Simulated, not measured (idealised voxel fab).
process module | voxel capacitor over wiring
cross-section cut | 230 nm wide | cells 5 nm
A cross-section is a grid of square cells, given in bands from the top down. A band is one or more rows of cells.
Each band's line starts with the height of the band's top and of its bottom, in nm. Then come its materials from left to right, each with its width in nm. One material with "throughout" fills the band from edge to edge. "air" is empty space.
Height 0 is the level under which the wafer as received is all one material. The lowest band goes on downwards, as in "0 down".
A width such as "30 to 40" changes by the same amount from each row of cells to the next, from the band's top row to its bottom row.
"no change" after a step means that no cell of the cross-section changed.
closed voids: empty space of 8 cells or more with no open way to the top, each as width x height at its distance from the left edge, in nm
after a step's settings: what the simulator itself notes on the step
overlay nm, on a step with a mask: how far to the right of its planned place the mask lay; to the left if negative
plan
1 op RECEIVE | material Si
2 op CONFORMAL_DEP | material SiO2 | thk nm 10
3 op DIRECTIONAL_DEP | material TiN | thk nm 5
4 op DIRECTIONAL_DEP | material Ru | thk nm 25
5 op DIRECTIONAL_DEP | material aC | thk nm 15
6 op PATTERN | tone cover | mask id METAL_1 | material resist | width nm 25 | pitch nm 90 | thk nm 30 | overlay nm 0
7 op DIRECTIONAL_ETCH | etch materials aC | depth nm 15
8 op STRIP | etch materials resist
9 op DIRECTIONAL_ETCH | etch materials Ru | depth nm 25
10 op DIRECTIONAL_ETCH | etch materials TiN | depth nm 5
11 op STRIP | etch materials aC
12 op CONFORMAL_DEP | material SiCN | thk nm 5
13 op FILL_DEP | material SiO2 | thk nm 10
14 op CMP | height nm 40
15 op CONFORMAL_DEP | material SiCN | thk nm 5
16 op DIRECTIONAL_DEP | material SiO2 | thk nm 20
17 op PATTERN | tone open | mask id PLUG_1 | material resist | width nm 15 | thk nm 15 | overlay nm 0
18 op DIRECTIONAL_ETCH | etch materials SiO2 | depth nm 20
19 op DIRECTIONAL_ETCH | etch materials SiCN | depth nm 5
20 op STRIP | etch materials resist
21 op CONFORMAL_DEP | material TiN | thk nm 5
22 op FILL_DEP | material Ru | thk nm 5
23 op CMP | height nm 65
24 op DIRECTIONAL_DEP | material TiN | thk nm 5
25 op DIRECTIONAL_DEP | material HfO2 | thk nm 5
26 op DIRECTIONAL_DEP | material TiN | thk nm 5
27 op DIRECTIONAL_DEP | material aC | thk nm 10
28 op PATTERN | tone cover | mask id UPPER_PLATE | material resist | width nm 70 | thk nm 25 | overlay nm 0
29 op DIRECTIONAL_ETCH | etch materials aC | depth nm 10
30 op STRIP | etch materials resist
31 op DIRECTIONAL_ETCH | etch materials TiN | depth nm 5
32 op DIRECTIONAL_ETCH | etch materials HfO2 | depth nm 5
33 op STRIP | etch materials aC
34 op DIRECTIONAL_DEP | material aC | thk nm 10
35 op PATTERN | tone cover | mask id LOWER_PLATE | material resist | width nm 80 | thk nm 30 | overlay nm 0
36 op DIRECTIONAL_ETCH | etch materials aC | depth nm 10
37 op STRIP | etch materials resist
38 op DIRECTIONAL_ETCH | etch materials TiN | depth nm 5
39 op STRIP | etch materials aC
40 op FILL_DEP | material SiO2 | thk nm 15
41 op CMP | height nm 90
42 op PATTERN | tone open | mask id PLUG_2 | material resist | width nm 15 | thk nm 20 | overlay nm 0
43 op DIRECTIONAL_ETCH | etch materials SiO2 | depth nm 10
44 op STRIP | etch materials resist
45 op CONFORMAL_DEP | material TiN | thk nm 5
46 op FILL_DEP | material W | thk nm 10
47 op CMP | height nm 90
48 op CONFORMAL_DEP | material SiN | thk nm 5
as received, after step 1
  0 down: Si throughout
  closed voids: none
a wafer at the end: this start, this plan, one mistake
  95 to 90: SiN throughout
  90 to 85: SiO2 65 | TiN 70 | SiO2 95
  85 to 80: SiO2 65 | HfO2 70 | SiO2 95
  80 to 75: SiO2 60 | TiN 80 | SiO2 90
  75 to 65: TiN throughout
  65 to 45: SiO2 65 | TiN 5 | Ru 5 | TiN 5 | SiO2 150
  45 to 40: SiCN 65 | TiN 15 | SiCN 150
  40 to 15: SiO2 50 | SiCN 5 | Ru 25 | SiCN 5 | SiO2 55 | SiCN 5 | Ru 25 | SiCN 5 | SiO2 55
  15 to 10: SiCN 55 | TiN 25 | SiCN 65 | TiN 25 | SiCN 60
  10 to 0: SiO2 throughout
  0 down: Si throughout
  closed voids: none
what went wrong: step 24 ran as: op DIRECTIONAL_DEP | material TiN | thk nm 15
